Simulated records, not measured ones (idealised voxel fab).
The process module presented herein is designated voxel self aligned vias.
For reference, the cross-section in this document is cut, with width 295 nm and square cells of 5 nm.
If you're reading a cross-section in this doc, picture square cells in a grid; it comes to you as bands, top ones listed first down to the bottom, and a band can be one or more rows of cells. Heights first: top, then bottom, in nm. Then materials, left to right, each with a width in nm. "everywhere" on a single material: fills the band edge to edge. "blank": empty space. For the purposes of this specification, 0 denotes the height below which the wafer in its as-received condition is composed wholly of one material, and the lowermost band, lacking a lower limit, extends downward without end, as expressed in "0 -> down". A width given as "30..40" starts at the first number in the band's top row and ends at the second number in its bottom row, shifting by an equal amount at every step from row to row. Step note "identical to before" = no cross-section cell changed. Heads up: "Voids, enclosed" only lists the empty pockets with no open path to the top that are 8 cells or more, and it writes them as width x height at distance, distance from the left edge, in nm. It should be noted that, on the line of a given step, the content following the step's settings is a remark produced by the simulator itself with respect to that step. You can add "overlay nm" to a step's line. For a step with a mask, it describes how far the mask lay to the right of its planned position, and a negative number describes a lay to the left.
List of planned process steps
| 1 | RECEIVE: material Si |
| 2 | CONFORMAL_DEP: material SiO2, thk nm 15 |
| 3 | CONFORMAL_DEP: material SiCN, thk nm 5 |
| 4 | DIRECTIONAL_DEP: material lowk, thk nm 20 |
| 5 | PATTERN: tone open, mask id LINES, material resist, width nm 30, pitch nm 55, thk nm 15, overlay nm 0 |
| 6 | DIRECTIONAL_ETCH: etch materials lowk, depth nm 20 |
| 7 | STRIP: etch materials resist |
| 8 | CONFORMAL_DEP: material TiN, thk nm 5 |
| 9 | FILL_DEP: material W, thk nm 10 |
| 10 | CMP: height nm 40 |
| 11 | SELECTIVE_ETCH: etch materials W Ru TiN, depth nm 5 |
| 12 | FILL_DEP: material SiN, thk nm 5 |
| 13 | CMP: height nm 40 |
| 14 | DIRECTIONAL_DEP: material lowk, thk nm 15 |
| 15 | MASKED_ETCH: tone open, mask id VIAS, width nm 40, pitch nm 110, etch materials lowk, depth nm 15, overlay nm 0 |
| 16 | MASKED_ETCH: tone open, mask id VIAS, width nm 40, pitch nm 110, etch materials SiN, depth nm 5, overlay nm 0 |
| 17 | CONFORMAL_DEP: material TiN, thk nm 5 |
| 18 | FILL_DEP: material W, thk nm 5 |
| 19 | CMP: height nm 55 |
| 20 | CONFORMAL_DEP: material SiCN, thk nm 5 |
Incoming wafer in cross-section (state: after step 1)
	0 -> down  Si everywhere
	Voids, enclosed: none
Starting wafer: above. Plan: above. Run: one mistake. Cross-section after the module: below
	60 -> 55  SiCN everywhere
	55 -> 45  lowk 70, then TiN 5, then W 30, then TiN 5, then lowk 70, then TiN 5, then W 30, then TiN 5, then lowk 75
	45 -> 40  lowk 70, then TiN 15, then W 15, then TiN 10, then lowk 70, then TiN 15, then W 15, then TiN 10, then lowk 75
	40 -> 35  lowk 80, then TiN 25, then lowk 30, then SiN 25, then lowk 30, then TiN 25, then lowk 80
	35 -> 25  lowk 80, then TiN 5, then W 15, then TiN 5, then lowk 30, then TiN 5, then W 15, then TiN 5, then lowk 30, then TiN 5, then W 15, then TiN 5, then lowk 80
	25 -> 20  lowk 80, then TiN 25, then lowk 30, then TiN 25, then lowk 30, then TiN 25, then lowk 80
	20 -> 15  SiCN everywhere
	15 -> 0  SiO2 everywhere
	0 -> down  Si everywhere
	Voids, enclosed: none
what went wrong: step 5 was run on a setting that differed from the plan, and what really ran there is PATTERN: tone open, mask id LINES, material resist, width nm 25, pitch nm 55, thk nm 15, overlay nm 0
